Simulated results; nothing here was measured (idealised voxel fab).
The process module presented herein is designated voxel ribs on slabs.
Displayed cross-section: cut, width of 275 nm, square cells sized 5 nm.
Cross-section = grid of square cells, listed top down in bands; band = one or more rows.
First you get the band's top height and its bottom height, in nm, and then the materials it's made of, left to right, with each width in nm. If you see a single material with "edge to edge", that one covers the band edge to edge. "blank" is empty space.
Where do heights start? At 0: under that level the wafer as delivered is made of one material only. And the lowest band has no floor; it just carries on downward, as in "from 0 down".
Graded width ("30..40"): value in top row of band = first number; value in bottom row = second number; row-to-row change constant.
Where a step carries "no alterations made", the cross-section came out of it unchanged, cell for cell.
The list in "Fully sealed cavities" covers empty spaces of 8 cells or more that cannot reach the top through any open way, and it gives each as width x height at distance; the distance is from the left edge, and width, height and distance are in nm.
Whatever follows a step's settings on its line is a remark the simulator itself makes about that step.
"overlay nm" on a masked step: distance the mask lay right of its planned place, negative for left.
Process steps foreseen in the plan
1,RECEIVE, material Si
2,DIRECTIONAL_DEP, material SiO2, thk nm 30
3,DIRECTIONAL_DEP, material SiN, thk nm 20
4,DIRECTIONAL_DEP, material aC, thk nm 15
5,PATTERN, tone cover, mask id RIB, material resist, width nm 30, thk nm 35, overlay nm 0
6,DIRECTIONAL_ETCH, etch materials aC, depth nm 15
7,STRIP, etch materials resist
8,DIRECTIONAL_ETCH, etch materials SiN, depth nm 5
9,STRIP, etch materials aC
10,DIRECTIONAL_DEP, material aC, thk nm 10
11,PATTERN, tone cover, mask id SLAB, material resist, width nm 80, thk nm 30, overlay nm 0
12,DIRECTIONAL_ETCH, etch materials aC, depth nm 10
13,STRIP, etch materials resist
14,DIRECTIONAL_ETCH, etch materials SiN, depth nm 15
15,STRIP, etch materials aC
16,FILL_DEP, material SiO2, thk nm 25
17,CMP, height nm 65
18,DIRECTIONAL_DEP, material TiN, thk nm 5
19,PATTERN, tone cover, mask id HEATER, material resist, width nm 40, thk nm 20, overlay nm 0
20,DIRECTIONAL_ETCH, etch materials TiN, depth nm 5
21,STRIP, etch materials resist
22,CONFORMAL_DEP, material SiO2, thk nm 10
Incoming wafer, cross-sectional view, post step 1
> from 0 down | Si edge to edge
> Fully sealed cavities: none
Post-module cross-section: identical start and plan to those above, one misstep in execution
> from 80 to 75 | 105 nm blank, 60 nm SiO2, 110 nm blank
> from 75 to 70 | SiO2 edge to edge
> from 70 to 65 | 115 nm SiO2, 40 nm TiN, 120 nm SiO2
> from 65 to 45 | SiO2 edge to edge
> from 45 to 40 | 120 nm SiO2, 30 nm SiN, 125 nm SiO2
> from 40 to 25 | 95 nm SiO2, 80 nm SiN, 100 nm SiO2
> from 25 to 0 | SiO2 edge to edge
> from 0 down | Si edge to edge
> Fully sealed cavities: none
Run error: step 2 went in with a setting other than planned; the actual run was DIRECTIONAL_DEP, material SiO2, thk nm 25
